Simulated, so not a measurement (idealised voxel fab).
Name of the process module below: voxel tone inversion
The width of the displayed cross-section, cut, is 175 nm; its cells are square, with a size of 5 nm.
Cross-section layout: square cells on a grid; listed as bands, top to bottom; a band spans one or more cell rows. Band entry format. Leading values: height of top, height of bottom, nm. Remainder: materials in left-to-right order, each with its width in nm. Special words: "edge to edge" on a single material, which then fills the band edge to edge; "blank", empty space. It should be noted that heights are counted from 0, beneath which the wafer as supplied is of one material throughout, and that the lowest band possesses no lower boundary but continues downward, as written in "0..down". Read "30->40" as a graded width: first number on top, second number at the bottom, same change between each pair of neighbouring rows. Reading "remains unaltered" for a step: not a cell of the cross-section changed in it. Enclosed voids (no open way to top), threshold 8 cells or more, entry "Voids, sealed", notation width x height at distance, distance from left edge, nm. On a step's line, text after the settings is the simulator commenting on that step. overlay nm: mask right of planned place by this much (step with mask). Neg. = left.
[Steps in the process plan]
| 1 | RECEIVE,material Si |
| 2 | CONFORMAL_DEP,material SiCN,thk nm 10 |
| 3 | DIRECTIONAL_DEP,material polySi,thk nm 25 |
| 4 | PATTERN,tone cover,mask id POSTS,material resist,width nm 25,pitch nm 50,thk nm 35,overlay nm 0 |
| 5 | DIRECTIONAL_ETCH,etch materials polySi,depth nm 25 |
| 6 | STRIP,etch materials resist |
| 7 | FILL_DEP,material SiO2,thk nm 10 |
| 8 | CMP,height nm 35 |
| 9 | STRIP,etch materials polySi |
| 10 | CONFORMAL_DEP,material TiN,thk nm 5 |
| 11 | FILL_DEP,material Cu,thk nm 10 |
| 12 | CMP,height nm 25 |
| 13 | CONFORMAL_DEP,material SiCN,thk nm 5 |
Every wafer here starts from the same state; it is the step 12 height nm that distinguishes them, and the value the plan gives belongs to the first wafer.
[As-received cross-section, first of several wafers, post step 1]
* 0..down = Si edge to edge
* Voids, sealed: none
[The cross-section of the first of several wafers is given below for the end of the module, after its final step, step 13]
* 30..25 = SiCN edge to edge
* 25..15 = SiO2 25 nm; TiN 5 nm; Cu 15 nm; TiN 5 nm; SiO2 25 nm; TiN 5 nm; Cu 15 nm; TiN 5 nm; SiO2 25 nm; TiN 5 nm; Cu 15 nm; TiN 5 nm; SiO2 25 nm
* 15..10 = SiO2 25 nm; TiN 25 nm; SiO2 25 nm; TiN 25 nm; SiO2 25 nm; TiN 25 nm; SiO2 25 nm
* 10..0 = SiCN edge to edge
* 0..down = Si edge to edge
* Voids, sealed: none
[End of module, last wafer sectioned]
* 55..50 = SiCN edge to edge
* 50..40 = Cu edge to edge
* 40..35 = TiN 30 nm; Cu 15 nm; TiN 35 nm; Cu 15 nm; TiN 35 nm; Cu 15 nm; TiN 30 nm
* 35..15 = SiO2 25 nm; TiN 5 nm; Cu 15 nm; TiN 5 nm; SiO2 25 nm; TiN 5 nm; Cu 15 nm; TiN 5 nm; SiO2 25 nm; TiN 5 nm; Cu 15 nm; TiN 5 nm; SiO2 25 nm
* 15..10 = SiO2 25 nm; TiN 25 nm; SiO2 25 nm; TiN 25 nm; SiO2 25 nm; TiN 25 nm; SiO2 25 nm
* 10..0 = SiCN edge to edge
* 0..down = Si edge to edge
* Voids, sealed: none
[Tabulated below, wafer by wafer, are the end-of-module results: for each material, the number of cells gained (+) or lost (-) relative to the as-received state, followed by the closed voids]
height nm 25, +18 Cu, +105 SiCN, +60 SiO2, +27 TiN, Voids, sealed: none
height nm 30, +27 Cu, +105 SiCN, +80 SiO2, +33 TiN, Voids, sealed: none
height nm 35, +36 Cu, +105 SiCN, +100 SiO2, +39 TiN, Voids, sealed: none
height nm 40, +45 Cu, +105 SiCN, +100 SiO2, +65 TiN, Voids, sealed: none
height nm 45, +80 Cu, +105 SiCN, +100 SiO2, +65 TiN, Voids, sealed: none
height nm 50, +115 Cu, +105 SiCN, +100 SiO2, +65 TiN, Voids, sealed: none
